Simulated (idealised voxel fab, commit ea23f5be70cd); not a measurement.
The following process module bears the name voxel ribs on slabs.
Cross-section cut: width 255 nm, square cells of 5 nm.
Cross-section spec: square-cell grid; bands listed top down; each band is one or more rows.
The band entry comprises the height of the band's top followed by the height of its bottom, expressed in nm, and subsequently the band's materials from left to right, each stated together with its width in nm. Where a single material is marked with the word "edge to edge", that material fills the band from edge to edge. The word "empty" represents empty space.
Heights from 0 (as-received wafer is one material below). Bottom band endless downward, as "from 0 down".
So if you see something like "30 to 40" for the width, read it as the top row of the band sitting at the first number and the bottom row at the second, with every row in between moving by the same amount as the last.
Basically "left unchanged" means that step didn't change any cell in the cross-section.
Look at "Internal closed voids" for the closed voids: empty spaces with no open path to the top, sized 8 cells or up. Each is width x height at distance, distance from the left edge, all nm.
Text after the settings on a step's line: the simulator's own remark on that step.
The optional step-line setting "overlay nm" applies to steps with a mask and quantifies how far to the right of its planned location the mask lay, a negative value indicating leftward placement.
# Steps in the process plan
step 1: RECEIVE, material Si
step 2: DIRECTIONAL_DEP, material SiO2, thk nm 20
step 3: DIRECTIONAL_DEP, material polySi, thk nm 15
step 4: MASKED_ETCH, tone cover, mask id RIB, width nm 20, etch materials polySi, depth nm 5, overlay nm 0
step 5: DIRECTIONAL_DEP, material aC, thk nm 15
step 6: PATTERN, tone cover, mask id SLAB, material resist, width nm 70, thk nm 30, overlay nm 0
step 7: DIRECTIONAL_ETCH, etch materials aC, depth nm 15
step 8: STRIP, etch materials resist
step 9: DIRECTIONAL_ETCH, etch materials polySi, depth nm 10
step 10: STRIP, etch materials aC
step 11: FILL_DEP, material SiO2, thk nm 20
step 12: CMP, height nm 45
step 13: DIRECTIONAL_DEP, material W, thk nm 5
step 14: MASKED_ETCH, tone cover, mask id HEATER, width nm 30, etch materials W, depth nm 5, overlay nm 0
step 15: CONFORMAL_DEP, material SiN, thk nm 5
# So, the first of our two wafers, run just as we planned it
# Cross-section of the incoming wafer, state after step 1
    from 0 down: Si edge to edge
    Internal closed voids: none
# So this is the wafer cross-section right after step 2
    from 20 to 0: SiO2 edge to edge
    Rest of section, below 0: as before.
# So this is the wafer cross-section right after step 3
    from 35 to 20: polySi edge to edge
    Rest of section, below 20: as before.
# So this is the wafer cross-section right after step 4
    from 35 to 30: empty 115 nm  polySi 20 nm  empty 120 nm
    Rest of section, below 30: as before.
# So this is the wafer cross-section right after step 5
    from 50 to 45: empty 115 nm  aC 20 nm  empty 120 nm
    from 45 to 35: aC edge to edge
    from 35 to 30: aC 115 nm  polySi 20 nm  aC 120 nm
    Rest of section, below 30: as before.
# So this is the wafer cross-section right after step 6
    from 80 to 50: empty 90 nm  resist 70 nm  empty 95 nm
    from 50 to 45: empty 90 nm  resist 25 nm  aC 20 nm  resist 25 nm  empty 95 nm
    Rest of section, below 45: as before.
# So this is the wafer cross-section right after step 7
    from 65 to 50: empty 90 nm  resist 70 nm  empty 95 nm
    from 50 to 45: empty 90 nm  resist 25 nm  aC 20 nm  resist 25 nm  empty 95 nm
    from 45 to 35: empty 90 nm  aC 70 nm  empty 95 nm
    from 35 to 30: empty 90 nm  aC 25 nm  polySi 20 nm  aC 25 nm  empty 95 nm
    Rest of section, below 30: as before.
# So this is the wafer cross-section right after step 8
    from 50 to 45: empty 115 nm  aC 20 nm  empty 120 nm
    Rest of section, below 45: as before.
# So this is the wafer cross-section right after step 9
    from 50 to 45: empty 115 nm  aC 20 nm  empty 120 nm
    from 45 to 35: empty 90 nm  aC 70 nm  empty 95 nm
    from 35 to 30: empty 90 nm  aC 25 nm  polySi 20 nm  aC 25 nm  empty 95 nm
    from 30 to 20: empty 90 nm  polySi 70 nm  empty 95 nm
    Rest of section, below 20: as before.
# So this is the wafer cross-section right after step 10
    from 35 to 30: empty 115 nm  polySi 20 nm  empty 120 nm
    Rest of section, below 30: as before.
# So this is the wafer cross-section right after step 11
    from 55 to 35: SiO2 edge to edge
    from 35 to 30: SiO2 115 nm  polySi 20 nm  SiO2 120 nm
    from 30 to 20: SiO2 90 nm  polySi 70 nm  SiO2 95 nm
    Rest of section, below 20: as before.
# So this is the wafer cross-section right after step 12
    from 45 to 35: SiO2 edge to edge
    Rest of section, below 35: as before.
# So this is the wafer cross-section right after step 13
    from 50 to 45: W edge to edge
    Rest of section, below 45: as before.
# So this is the wafer cross-section right after step 14
    from 50 to 45: empty 110 nm  W 30 nm  empty 115 nm
    Rest of section, below 45: as before.
# So this is the wafer cross-section right after step 15
    from 55 to 50: empty 105 nm  SiN 40 nm  empty 110 nm
    from 50 to 45: SiN 110 nm  W 30 nm  SiN 115 nm
    Rest of section, below 45: as before.
# Wafer two of two - same starting point, same process plan, one mistake in execution; matches wafer one up to and including step 2
# Cross-section: second wafer, time at which step 3 was scheduled to end
    from 50 to 20: polySi edge to edge
    Rest of section, below 20: as before.
# Cross-section: second wafer, time at which step 4 was scheduled to end
    from 50 to 45: empty 115 nm  polySi 20 nm  empty 120 nm
    Rest of section, below 45: as before.
# Cross-section: second wafer, time at which step 5 was scheduled to end
    from 65 to 60: empty 115 nm  aC 20 nm  empty 120 nm
    from 60 to 50: aC edge to edge
    from 50 to 45: aC 115 nm  polySi 20 nm  aC 120 nm
    Rest of section, below 45: as before.
# Cross-section: second wafer, time at which step 6 was scheduled to end
    from 95 to 65: empty 90 nm  resist 70 nm  empty 95 nm
    from 65 to 60: empty 90 nm  resist 25 nm  aC 20 nm  resist 25 nm  empty 95 nm
    Rest of section, below 60: as before.
# Cross-section: second wafer, time at which step 7 was scheduled to end
    from 80 to 65: empty 90 nm  resist 70 nm  empty 95 nm
    from 65 to 60: empty 90 nm  resist 25 nm  aC 20 nm  resist 25 nm  empty 95 nm
    from 60 to 50: empty 90 nm  aC 70 nm  empty 95 nm
    from 50 to 45: empty 90 nm  aC 25 nm  polySi 20 nm  aC 25 nm  empty 95 nm
    Rest of section, below 45: as before.
# Cross-section: second wafer, time at which step 8 was scheduled to end
    from 65 to 60: empty 115 nm  aC 20 nm  empty 120 nm
    Rest of section, below 60: as before.
# Cross-section: second wafer, time at which step 9 was scheduled to end
    from 65 to 60: empty 115 nm  aC 20 nm  empty 120 nm
    from 60 to 50: empty 90 nm  aC 70 nm  empty 95 nm
    from 50 to 45: empty 90 nm  aC 25 nm  polySi 20 nm  aC 25 nm  empty 95 nm
    from 45 to 35: empty 90 nm  polySi 70 nm  empty 95 nm
    Rest of section, below 35: as before.
# Cross-section: second wafer, time at which step 10 was scheduled to end
    from 50 to 45: empty 115 nm  polySi 20 nm  empty 120 nm
    Rest of section, below 45: as before.
# Cross-section: second wafer, time at which step 11 was scheduled to end
    from 70 to 50: SiO2 edge to edge
    from 50 to 45: SiO2 115 nm  polySi 20 nm  SiO2 120 nm
    from 45 to 35: SiO2 90 nm  polySi 70 nm  SiO2 95 nm
    Rest of section, below 35: as before.
# Cross-section: second wafer, time at which step 12 was scheduled to end
    from 45 to 35: SiO2 90 nm  polySi 70 nm  SiO2 95 nm
    Rest of section, below 35: as before.
# Cross-section: second wafer, time at which step 13 was scheduled to end
    from 50 to 45: W edge to edge
    Rest of section, below 45: as before.
# Cross-section: second wafer, time at which step 14 was scheduled to end
    from 50 to 45: empty 110 nm  W 30 nm  empty 115 nm
    Rest of section, below 45: as before.
# Cross-section: second wafer, time at which step 15 was scheduled to end
    from 55 to 50: empty 105 nm  SiN 40 nm  empty 110 nm
    from 50 to 45: SiN 110 nm  W 30 nm  SiN 115 nm
    Rest of section, below 45: as before.
What was the processing mistake? step 3 was run twice
Upon completion, the second wafer contains, in terms of cells, a greater or smaller amount of certain materials than the first wafer: 149 fewer of SiO2; 149 more of polySi
